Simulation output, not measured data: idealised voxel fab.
You're looking at the process module voxel fin reveal.
Cross-sectional view cut (width: 160 nm; square cell size: 5 nm).
Cross-section, as written here: a square-cell grid given band by band from the top down, where a band holds one or more rows of cells. Look at the band entry: it leads with the top's height and the bottom's height in nm. Then it lists the materials left to right, with a width in nm for each. The word "all across" on a single material says that material fills the band edge to edge. The word "empty" is empty space. Zero point of the height axis is 0; under it, received wafer = one material. Lowest band: continues down indefinitely, "0 -> down". The expression "30 to 40" gives the width at the extremes of the band, the first number at its top row of cells and the second at its bottom row, with the width changing by equal amounts from each row to the next in between. The cross-section has no changed cell in any step marked "no modification". "Enclosed empty spaces" lists enclosed empty spaces (at least 8 cells, no open path upward to the top), each as width x height at distance from the left edge, in nm. The remark found on a step's line after its settings is issued by the simulator itself and pertains to that step. "overlay nm" on a masked step: distance the mask lay right of its planned place, negative for left.
Below is the list of planned process steps
1. RECEIVE with material Si
2. CONFORMAL_DEP with material SiN, thk nm 5
3. MASKED_ETCH with tone cover, mask id FINS, width nm 15, pitch nm 35, etch materials SiN, depth nm 5, overlay nm 0
4. MASKED_ETCH with tone cover, mask id FINS, width nm 15, pitch nm 35, etch materials Si, depth nm 30, overlay nm 0
5. FILL_DEP with material SiO2, thk nm 5
6. CMP with height nm 5
7. SELECTIVE_ETCH with etch materials SiO2, depth nm 20
8. STRIP with etch materials SiN
On the first of the two wafers: run conducted according to plan
Cross-section of the wafer upon arrival, representing the state reached after step 1
* 0 -> down  Si all across
* Enclosed empty spaces: none
Cross-section of the wafer after step 2
* 5 -> 0  SiN all across
* Everything under 0 stays put, no change at all.
Cross-section of the wafer after step 3
* 5 -> 0  empty=20; SiN=15; empty=20; SiN=15; empty=20; SiN=15; empty=20; SiN=15; empty=20
* Everything under 0 stays put, no change at all.
Cross-section of the wafer after step 4
* 5 -> 0  empty=20; SiN=15; empty=20; SiN=15; empty=20; SiN=15; empty=20; SiN=15; empty=20
* 0 -> -30  empty=20; Si=15; empty=20; Si=15; empty=20; Si=15; empty=20; Si=15; empty=20
* Everything under -30 stays put, no change at all.
Cross-section of the wafer after step 5
* 10 -> 5  SiO2 all across
* 5 -> 0  SiO2=20; SiN=15; SiO2=20; SiN=15; SiO2=20; SiN=15; SiO2=20; SiN=15; SiO2=20
* 0 -> -30  SiO2=20; Si=15; SiO2=20; Si=15; SiO2=20; Si=15; SiO2=20; Si=15; SiO2=20
* Everything under -30 stays put, no change at all.
Cross-section of the wafer after step 6
* 5 -> 0  SiO2=20; SiN=15; SiO2=20; SiN=15; SiO2=20; SiN=15; SiO2=20; SiN=15; SiO2=20
* Everything under 0 stays put, no change at all.
Cross-section of the wafer after step 7
* 5 -> 0  empty=20; SiN=15; empty=20; SiN=15; empty=20; SiN=15; empty=20; SiN=15; empty=20
* 0 -> -15  empty=20; Si=15; empty=20; Si=15; empty=20; Si=15; empty=20; Si=15; empty=20
* Everything under -15 stays put, no change at all.
Cross-section of the wafer after step 8
* 0 -> -15  empty=20; Si=15; empty=20; Si=15; empty=20; Si=15; empty=20; Si=15; empty=20
* Everything under -15 stays put, no change at all.
Wafer two of two - same starting point, same process plan, one mistake in execution; matches wafer one up to and including step 6
X-section, second wafer, when step 7 was due to finish
* 5 -> 0  empty=20; SiN=15; empty=20; SiN=15; empty=20; SiN=15; empty=20; SiN=15; empty=20
* 0 -> -5  empty=20; Si=15; empty=20; Si=15; empty=20; Si=15; empty=20; Si=15; empty=20
* Everything under -5 stays put, no change at all.
X-section, second wafer, when step 8 was due to finish
* 0 -> -5  empty=20; Si=15; empty=20; Si=15; empty=20; Si=15; empty=20; Si=15; empty=20
* Everything under -5 stays put, no change at all.
Here's what went sideways: step 7 changed vs plan, executed as SELECTIVE_ETCH with etch materials SiO2, depth nm 10
Count the cells at the end and the second wafer has more or fewer of some materials than the first: +40 SiO2
